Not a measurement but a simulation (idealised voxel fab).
The process module that follows is named voxel ribs on slabs.
Square cells of 5 nm make up the cross-section cut, whose width is 300 nm.
Just so we're on the same page, the cross-sections are grids of square cells, and they're listed out in bands top to bottom, each band one or more rows deep. Per band: top height and bottom height in nm, followed by the left-to-right materials and their widths in nm; "full width" marks a single material spanning edge to edge, "blank" marks empty space. Heights from 0 (as-received wafer is one material below). Bottom band endless downward, as "z 0 and below". A width given as "30..40" starts at the first number in the band's top row and ends at the second number in its bottom row, shifting by an equal amount at every step from row to row. The cross-section has no changed cell in any step marked "nothing was modified". Reported under the label "Enclosed internal voids" are the empty spaces having no open way to the top and comprising 8 cells or more; the notation for each is width x height at distance, in which the distance is measured from the left edge and all three values are in nm. If you see something after the settings on a step's line, that's the simulator's own remark about that step. "overlay nm" answers the question of how far to the right of plan the mask lay on a step that has a mask, and when it is negative the answer is to the left.
[Process steps (planned)]
- 1: op RECEIVE | material Si
- 2: op DIRECTIONAL_DEP | material SiO2 | thk nm 25
- 3: op DIRECTIONAL_DEP | material SiN | thk nm 15
- 4: op PATTERN | tone cover | mask id RIB | material resist | width nm 25 | thk nm 20 | overlay nm 0
- 5: op DIRECTIONAL_ETCH | etch materials SiN | depth nm 5
- 6: op STRIP | etch materials resist
- 7: op PATTERN | tone cover | mask id SLAB | material resist | width nm 85 | thk nm 15 | overlay nm 0
- 8: op DIRECTIONAL_ETCH | etch materials SiN | depth nm 10
- 9: op STRIP | etch materials resist
- 10: op FILL_DEP | material SiO2 | thk nm 25
- 11: op CMP | height nm 60
- 12: op DIRECTIONAL_DEP | material W | thk nm 5
- 13: op PATTERN | tone cover | mask id HEATER | material resist | width nm 35 | thk nm 15 | overlay nm 0
- 14: op DIRECTIONAL_ETCH | etch materials W | depth nm 5
- 15: op STRIP | etch materials resist
- 16: op CONFORMAL_DEP | material SiO2 | thk nm 5
[Incoming wafer in cross-section (state: after step 1)]
  z 0 and below  Si full width
  Enclosed internal voids: none
[First wafer of two, sectioned at end of module; run went per plan]
  z 70 to 65  blank 125 nm, then SiO2 45 nm, then blank 130 nm
  z 65 to 60  SiO2 130 nm, then W 35 nm, then SiO2 135 nm
  z 60 to 40  SiO2 full width
  z 40 to 35  SiO2 135 nm, then SiN 25 nm, then SiO2 140 nm
  z 35 to 25  SiO2 105 nm, then SiN 85 nm, then SiO2 110 nm
  z 25 to 0  SiO2 full width
  z 0 and below  Si full width
  Enclosed internal voids: none
[Second wafer cross-section at end of module - shared start and plan with the first, one mistake in the run]
  z 70 to 65  blank 125 nm, then SiO2 45 nm, then blank 130 nm
  z 65 to 60  SiO2 130 nm, then W 35 nm, then SiO2 135 nm
  z 60 to 35  SiO2 full width
  z 35 to 30  SiN 105 nm, then SiO2 85 nm, then SiN 110 nm
  z 30 to 25  SiN 105 nm, then SiO2 30 nm, then SiN 25 nm, then SiO2 30 nm, then SiN 110 nm
  z 25 to 0  SiO2 full width
  z 0 and below  Si full width
  Enclosed internal voids: none
Processing error: step 7 deviated from plan and actually ran as op PATTERN | tone open | mask id SLAB | material resist | width nm 85 | thk nm 15 | overlay nm 0
In the final state, the cell counts of the second wafer exceed or fall short of those of the first for the following materials: +52 SiN; -52 SiO2
